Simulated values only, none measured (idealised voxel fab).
process module | voxel lift off
cross-section cut | 275 nm wide | cells 5 nm
A cross-section is a grid of square cells, given in bands from the top down. A band is one or more rows of cells.
Each band's line starts with the height of the band's top and of its bottom, in nm. Then come its materials from left to right, each with its width in nm. One material with "throughout" fills the band from edge to edge. "air" is empty space.
Height 0 is the level under which the wafer as received is all one material. The lowest band goes on downwards, as in "0 down".
A width such as "30 to 40" changes by the same amount from each row of cells to the next, from the band's top row to its bottom row.
"no change" after a step means that no cell of the cross-section changed.
closed voids: empty space of 8 cells or more with no open way to the top, each as width x height at its distance from the left edge, in nm
after a step's settings: what the simulator itself notes on the step
overlay nm, on a step with a mask: how far to the right of its planned place the mask lay; to the left if negative
plan
1 op RECEIVE | material Si
2 op CONFORMAL_DEP | material SiO2 | thk nm 15
3 op PATTERN | tone open | mask id LINES | material resist | width nm 30 | pitch nm 60 | thk nm 20 | overlay nm 0
4 op DIRECTIONAL_DEP | material Ru | thk nm 5
5 op STRIP | etch materials resist
6 op CONFORMAL_DEP | material SiCN | thk nm 5
first wafer, as planned
as received, after step 1
  0 down: Si throughout
  closed voids: none
after step 2
  15 to 0: SiO2 throughout
  below 0: unchanged
after step 3
  35 to 15: resist 90 | air 30 | resist 30 | air 30 | resist 95
  below 15: unchanged
after step 4
  40 to 35: Ru 90 | air 30 | Ru 30 | air 30 | Ru 95
  35 to 20: resist 90 | air 30 | resist 30 | air 30 | resist 95
  20 to 15: resist 90 | Ru 30 | resist 30 | Ru 30 | resist 95
  below 15: unchanged
after step 5
  20 to 15: air 90 | Ru 30 | air 30 | Ru 30 | air 95
  below 15: unchanged
after step 6
  25 to 20: air 85 | SiCN 40 | air 20 | SiCN 40 | air 90
  20 to 15: SiCN 90 | Ru 30 | SiCN 30 | Ru 30 | SiCN 95
  below 15: unchanged
second wafer: like start, like plan, one mistake. Through step 1 it matches the first wafer
when step 2 should have ended
  30 to 0: SiO2 throughout
  below 0: unchanged
when step 3 should have ended
  50 to 30: resist 90 | air 30 | resist 30 | air 30 | resist 95
  below 30: unchanged
when step 4 should have ended
  55 to 50: Ru 90 | air 30 | Ru 30 | air 30 | Ru 95
  50 to 35: resist 90 | air 30 | resist 30 | air 30 | resist 95
  35 to 30: resist 90 | Ru 30 | resist 30 | Ru 30 | resist 95
  below 30: unchanged
when step 5 should have ended
  35 to 30: air 90 | Ru 30 | air 30 | Ru 30 | air 95
  below 30: unchanged
when step 6 should have ended
  40 to 35: air 85 | SiCN 40 | air 20 | SiCN 40 | air 90
  35 to 30: SiCN 90 | Ru 30 | SiCN 30 | Ru 30 | SiCN 95
  below 30: unchanged
what went wrong: step 2 was run twice
at the end the second wafer has, in cells: 165 more of SiO2
